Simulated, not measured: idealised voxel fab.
The following process module bears the name voxel self aligned vias.
The cross-section shown here is cut; it is 210 nm wide and divided into square cells measuring 5 nm on a side.
Format of a cross-section: grid, square cells. Given as bands. Order: top down. Band: one or more rows of cells. In this notation a band is specified by the heights of its top and bottom, in that order and in nm, after which its materials appear from left to right, each paired with its width in nm. The word "all across" attached to a single material means that material fills the band from edge to edge; the word "air" stands for empty space. The reference from which all heights are counted is 0, the level beneath which the as-received wafer is entirely one material; the lowest band, having no lower bound, proceeds downward and is written after the example "from 0 down". You'd read "30..40" like this: the band's top row of cells is as wide as the first number, its bottom row is as wide as the second, and going down, every row changes width by the same amount as the row before did. Any step labelled "remained the same" changed none of the cells in the cross-section. Closed-off voids of 8+ cells (no open route to the top) go in "closed voids", written width x height at distance from the left edge, in nm. Formally, on a step line, whatever follows the settings is a remark that the simulator itself makes on the step. The setting "overlay nm" may be written on the line of a step. When the step uses a mask, the value reports how far to the right of the planned place the mask lay, and a negative value reports that it lay to the left.
-- Planned step list for the process
1) RECEIVE,material Si
2) CONFORMAL_DEP,material SiO2,thk nm 10
3) CONFORMAL_DEP,material SiCN,thk nm 5
4) DIRECTIONAL_DEP,material SiO2,thk nm 30
5) DIRECTIONAL_DEP,material aC,thk nm 10
6) PATTERN,tone open,mask id LINES,material resist,width nm 25,pitch nm 55,thk nm 25,overlay nm 0
7) DIRECTIONAL_ETCH,etch materials aC,depth nm 10
8) STRIP,etch materials resist
9) DIRECTIONAL_ETCH,etch materials SiO2,depth nm 30
10) STRIP,etch materials aC
11) CONFORMAL_DEP,material TiN,thk nm 5
12) FILL_DEP,material Ru,thk nm 5
13) CMP,height nm 45
14) SELECTIVE_ETCH,etch materials W Ru TiN,depth nm 10
15) FILL_DEP,material SiN,thk nm 5
16) CMP,height nm 45
17) DIRECTIONAL_DEP,material SiO2,thk nm 15
18) PATTERN,tone open,mask id VIAS,material resist,width nm 35,thk nm 15,overlay nm 0
19) DIRECTIONAL_ETCH,etch materials SiO2,depth nm 15
20) DIRECTIONAL_ETCH,etch materials SiN,depth nm 10
21) STRIP,etch materials resist
22) CONFORMAL_DEP,material TiN,thk nm 5
23) FILL_DEP,material W,thk nm 10
24) CMP,height nm 60
25) CONFORMAL_DEP,material SiN,thk nm 5
-- Incoming wafer, cross-sectional view, post step 1
    from 0 down  Si all across
    closed voids: none
-- Below is the wafer in cross-section after the module was completed. It began from the starting point shown above and followed the plan shown above, except that one mistake was made while running it
    from 65 to 60  SiCN all across
    from 60 to 50  60 of SiO2; 5 of TiN; 25 of W; 5 of TiN; 115 of SiO2
    from 50 to 45  60 of SiO2; 10 of TiN; 15 of W; 10 of TiN; 115 of SiO2
    from 45 to 40  65 of SiO2; 5 of TiN; 15 of W; 5 of TiN; 30 of SiO2; 25 of SiN; 65 of SiO2
    from 40 to 35  65 of SiO2; 25 of TiN; 30 of SiO2; 25 of SiN; 65 of SiO2
    from 35 to 20  65 of SiO2; 5 of TiN; 15 of Ru; 5 of TiN; 30 of SiO2; 5 of TiN; 15 of Ru; 5 of TiN; 65 of SiO2
    from 20 to 15  65 of SiO2; 25 of TiN; 30 of SiO2; 25 of TiN; 65 of SiO2
    from 15 to 10  SiCN all across
    from 10 to 0  SiO2 all across
    from 0 down  Si all across
    closed voids: none
What was the processing mistake? step 25, actual vs plan mismatch, actual run CONFORMAL_DEP,material SiCN,thk nm 5
